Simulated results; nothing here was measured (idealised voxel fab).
process module | voxel released beams
cross-section cut | 205 nm wide | cells 5 nm
A cross-section is a grid of square cells, given in bands from the top down. A band is one or more rows of cells.
Each band's line starts with the height of the band's top and of its bottom, in nm. Then come its materials from left to right, each with its width in nm. One material with "throughout" fills the band from edge to edge. "air" is empty space.
Height 0 is the level under which the wafer as received is all one material. The lowest band goes on downwards, as in "0 down".
A width such as "30 to 40" changes by the same amount from each row of cells to the next, from the band's top row to its bottom row.
"no change" after a step means that no cell of the cross-section changed.
closed voids: empty space of 8 cells or more with no open way to the top, each as width x height at its distance from the left edge, in nm
after a step's settings: what the simulator itself notes on the step
overlay nm, on a step with a mask: how far to the right of its planned place the mask lay; to the left if negative
plan
1 op RECEIVE | material Si
2 op CONFORMAL_DEP | material SiN | thk nm 10
3 op DIRECTIONAL_DEP | material SiO2 | thk nm 15
4 op DIRECTIONAL_DEP | material aC | thk nm 10
5 op PATTERN | tone open | mask id ANCHOR | material resist | width nm 25 | thk nm 30 | overlay nm 0
6 op DIRECTIONAL_ETCH | etch materials aC | depth nm 10
7 op STRIP | etch materials resist
8 op DIRECTIONAL_ETCH | etch materials SiO2 | depth nm 15
9 op STRIP | etch materials aC
10 op CONFORMAL_DEP | material W | thk nm 10
11 op DIRECTIONAL_DEP | material aC | thk nm 15
12 op PATTERN | tone cover | mask id BEAM | material resist | width nm 90 | thk nm 35 | overlay nm 0
13 op DIRECTIONAL_ETCH | etch materials aC | depth nm 15
14 op STRIP | etch materials resist
15 op DIRECTIONAL_ETCH | etch materials W | depth nm 10
16 op STRIP | etch materials aC
17 op STRIP | etch materials SiO2
as received, after step 1
  0 down: Si throughout
  closed voids: none
a wafer at the end: this start, this plan, one mistake
  35 to 25: air 60 | W 10 | air 5 | W 65 | air 65
  25 to 20: air 60 | W 10 | air 5 | W 10 | air 120
  20 to 10: air 60 | W 25 | air 120
  10 to 0: SiN throughout
  0 down: Si throughout
  closed voids: none
what went wrong: step 12 ran as: op PATTERN | tone cover | mask id BEAM | material resist | width nm 80 | thk nm 35 | overlay nm 0
